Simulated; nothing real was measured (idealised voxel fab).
Presented below is a process module, voxel gate over fins.
Section cut is 185 nm wide and gridded with 5 nm square cells.
Cross-section layout: square cells on a grid; listed as bands, top to bottom; a band spans one or more cell rows. Heights first: top, then bottom, in nm. Then materials, left to right, each with a width in nm. "throughout" on a single material: fills the band edge to edge. "empty": empty space. Heights are reckoned from 0. Under this level, the received wafer is all of one material. The bottommost band is open-ended downward, for example "from 0 down". The expression "30->40" gives the width at the extremes of the band, the first number at its top row of cells and the second at its bottom row, with the width changing by equal amounts from each row to the next in between. "left unchanged" -> step changed no cross-section cell. Closed void register: empty space of 8 cells or more with no open way to the top, each as width x height at its distance from the left edge, in nm. On each step's line, the part that comes after the settings is the simulator's own comment on the step. overlay nm: mask offset rightward from planned place, masked step; negative means leftward offset.
# So here's the lineup of process steps we planned
1 RECEIVE, material Si
2 CONFORMAL_DEP, material SiN, thk nm 10
3 PATTERN, tone cover, mask id FINS, material resist, width nm 15, pitch nm 45, thk nm 20, overlay nm 0
4 DIRECTIONAL_ETCH, etch materials SiN, depth nm 10
5 DIRECTIONAL_ETCH, etch materials Si, depth nm 35
6 STRIP, etch materials resist
7 FILL_DEP, material SiO2, thk nm 5
8 CMP, height nm 10
9 SELECTIVE_ETCH, etch materials SiO2, depth nm 20
10 STRIP, etch materials SiN
11 CONFORMAL_DEP, material HfO2, thk nm 5
12 CONFORMAL_DEP, material TiN, thk nm 5
13 CONFORMAL_DEP, material TiAl, thk nm 5
14 CONFORMAL_DEP, material TiN, thk nm 5
15 FILL_DEP, material W, thk nm 15
16 CMP, height nm 30
17 CONFORMAL_DEP, material SiN, thk nm 5
# Received-state cross-section, reflecting completion of step 1
> from 0 down: Si throughout
> Closed void register: none
# Looking at the first of two wafers in cross-section at end of module - ran to plan
> from 35 to 30: SiN throughout
> from 30 to 20: W throughout
> from 20 to 15: W 40 nm | TiN 100 nm | W 45 nm
> from 15 to 10: W 40 nm | TiN 5 nm | TiAl 90 nm | TiN 5 nm | W 45 nm
> from 10 to 5: TiN 45 nm | TiAl 5 nm | TiN 35 nm | TiAl 10 nm | TiN 35 nm | TiAl 5 nm | TiN 50 nm
> from 5 to 0: TiAl 50 nm | TiN 5 nm | HfO2 25 nm | TiN 5 nm | TiAl 10 nm | TiN 5 nm | HfO2 25 nm | TiN 5 nm | TiAl 55 nm
> from 0 to -5: TiN 55 nm | HfO2 5 nm | Si 15 nm | HfO2 5 nm | TiN 20 nm | HfO2 5 nm | Si 15 nm | HfO2 5 nm | TiN 60 nm
> from -5 to -10: HfO2 60 nm | Si 15 nm | HfO2 30 nm | Si 15 nm | HfO2 65 nm
> from -10 to -35: SiO2 60 nm | Si 15 nm | SiO2 30 nm | Si 15 nm | SiO2 65 nm
> from -35 down: Si throughout
> Closed void register: none
# Second wafer of the two, sectioned at the end of the module. It began like the first and followed the same plan, but one mistake was made while running it
> from 35 to 30: SiN throughout
> from 30 to 20: W throughout
> from 20 to 15: W 40 nm | TiN 105 nm | W 40 nm
> from 15 to 10: W 40 nm | TiN 5 nm | TiAl 95 nm | TiN 5 nm | W 40 nm
> from 10 to 5: TiN 45 nm | TiAl 5 nm | TiN 40 nm | TiAl 5 nm | TiN 40 nm | TiAl 5 nm | TiN 45 nm
> from 5 to 0: TiAl 50 nm | TiN 5 nm | HfO2 30 nm | TiN 5 nm | TiAl 5 nm | TiN 5 nm | HfO2 30 nm | TiN 5 nm | TiAl 50 nm
> from 0 to -5: TiN 55 nm | HfO2 5 nm | Si 20 nm | HfO2 5 nm | TiN 15 nm | HfO2 5 nm | Si 20 nm | HfO2 5 nm | TiN 55 nm
> from -5 to -10: HfO2 60 nm | Si 20 nm | HfO2 25 nm | Si 20 nm | HfO2 60 nm
> from -10 to -35: SiO2 60 nm | Si 20 nm | SiO2 25 nm | Si 20 nm | SiO2 60 nm
> from -35 down: Si throughout
> Closed void register: none
Error vs. plan: step 3 ran with different settings than intended, the actual operation and settings being PATTERN, tone cover, mask id FINS, material resist, width nm 20, pitch nm 45, thk nm 20, overlay nm 0
Final tally in cells, some materials are higher or lower on the second wafer than on the first: Si: 14 more, SiO2: 10 fewer, TiAl: 2 fewer, W: 2 fewer
